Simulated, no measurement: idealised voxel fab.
Process module in this document: voxel self aligned contacts
Square cells of 5 nm make up the cross-section cut, whose width is 180 nm.
Cross-section = grid of square cells, listed top down in bands; band = one or more rows.
A band entry consists of two parts. The first gives the height of the band's top and the height of its bottom, in nm. The rest lists the band's materials from left to right, each with its width in nm. A single material labelled with the word "all across" fills the band from edge to edge, and the word "empty" marks empty space.
Heights are reckoned from 0. Under this level, the received wafer is all of one material. The bottommost band is open-ended downward, for example "0 nm and below".
The width entry "30->40" should be interpreted row by row: the top row of cells in the band takes the first number, the bottom row takes the second number, and the change between adjacent rows is uniform throughout.
Any step labelled "no modification" changed none of the cells in the cross-section.
If an empty space has no open way to the top and is at least 8 cells in size, "Sealed-off cavities" lists it, written width x height at distance, where distance is measured from the left edge and every value is in nm.
Heads up: the bit after the settings on a step's line is the simulator's remark on that step.
The "overlay nm" setting may appear on a step's line; for a step that uses a mask, it gives how far to the right of its planned position the mask lay, and a negative value indicates the left.

## plan
1 RECEIVE | material Si
2 CONFORMAL_DEP | material SiO2 | thk nm 5
3 DIRECTIONAL_DEP | material polySi | thk nm 25
4 DIRECTIONAL_DEP | material SiN | thk nm 20
5 PATTERN | tone cover | mask id GATE | material resist | width nm 35 | pitch nm 70 | thk nm 15 | overlay nm 0
6 DIRECTIONAL_ETCH | etch materials SiN | depth nm 20
7 DIRECTIONAL_ETCH | etch materials polySi | depth nm 25
8 STRIP | etch materials resist
9 CONFORMAL_DEP | material SiN | thk nm 5
10 DIRECTIONAL_ETCH | etch materials SiN | depth nm 5
11 FILL_DEP | material SiO2 | thk nm 15
12 CMP | height nm 60
13 MASKED_ETCH | tone open | mask id CONTACT | width nm 55 | etch materials SiO2 | depth nm 60 | overlay nm 0
14 CONFORMAL_DEP | material TiN | thk nm 5
15 FILL_DEP | material W | thk nm 5
16 CMP | height nm 60
17 CONFORMAL_DEP | material SiN | thk nm 5

## Cross-section: wafer on arrival = after step 1
* 0 nm and below  Si all across
* Sealed-off cavities: none

## Post-module cross-section: identical start and plan to those above, one misstep in execution
* 65 nm to 60 nm  SiN all across
* 60 nm to 50 nm  SiO2 60, TiN 5, W 45, TiN 5, SiO2 65
* 50 nm to 45 nm  SiO2 60, TiN 15, W 25, TiN 15, SiO2 65
* 45 nm to 30 nm  SiO2 35, SiN 35, TiN 5, W 25, TiN 5, SiN 35, SiO2 40
* 30 nm to 5 nm  SiO2 35, polySi 35, TiN 5, W 25, TiN 5, polySi 35, SiO2 40
* 5 nm to 0 nm  SiO2 70, TiN 35, SiO2 75
* 0 nm and below  Si all across
* Sealed-off cavities: none
Short version of what went wrong: step 9 of the plan was excluded from execution and never run
